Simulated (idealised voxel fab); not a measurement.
Process module, titled voxel lift off
This is section cut - it's 285 nm across, gridded in 5 nm square cells.
We lay out every cross-section as a grid of square cells and spell it out in bands from the top down, where one band means one or more rows of cells. Quick guide to a band line: top height, bottom height (nm) up front; then every material left to right with its width in nm. Only one material and it's marked "edge to edge"? Then it fills the band edge to edge. And "air" just means empty space. Measure heights from 0. That's the level where, below it, the as-received wafer is all one material. The lowest band is bottomless and extends downward; write it as in "0 nm and below". A width such as "30..40" changes by the same amount from each row of cells to the next, from the band's top row to its bottom row. Take "nothing altered" at face value: in the step it is given for, the cross-section changed in none of its cells. "Fully sealed voids" means: voids of 8 cells or more that are shut off from the top with no open way through. Written width x height at distance, distance from the left edge, in nm. Anything after a step's settings on that line? It's the simulator's own note about the step. The line of a step may include "overlay nm". On a step with a mask, this value is how far to the right of its planned place the mask lay. A negative value means the mask lay to the left.

[The steps planned for the process are as follows]
1,RECEIVE with material Si
2,CONFORMAL_DEP with material Al2O3, thk nm 5
3,PATTERN with tone open, mask id LINES, material resist, width nm 20, pitch nm 50, thk nm 20, overlay nm 0
4,DIRECTIONAL_DEP with material Ru, thk nm 10
5,STRIP with etch materials resist
6,CONFORMAL_DEP with material SiN, thk nm 5

[Cross-section, incoming material, after step 1]
    0 nm and below = Si edge to edge
    Fully sealed voids: none

[Look at the cross-section after the module: the wafer started out the way shown above and the plan was the one shown above, yet one mistake was made along the way]
    20 nm to 15 nm = 50 air | 30 Al2O3 | 20 air | 30 Al2O3 | 20 air | 30 Al2O3 | 20 air | 30 Al2O3 | 55 air
    15 nm to 10 nm = 50 air | 5 Al2O3 | 20 Ru | 5 Al2O3 | 20 air | 5 Al2O3 | 20 Ru | 5 Al2O3 | 20 air | 5 Al2O3 | 20 Ru | 5 Al2O3 | 20 air | 5 Al2O3 | 20 Ru | 5 Al2O3 | 55 air
    10 nm to 5 nm = 55 Al2O3 | 20 Ru | 30 Al2O3 | 20 Ru | 30 Al2O3 | 20 Ru | 30 Al2O3 | 20 Ru | 60 Al2O3
    5 nm to 0 nm = Al2O3 edge to edge
    0 nm and below = Si edge to edge
    Fully sealed voids: none
Deviation noted in wafer processing: step 6 off recipe, ran as CONFORMAL_DEP with material Al2O3, thk nm 5
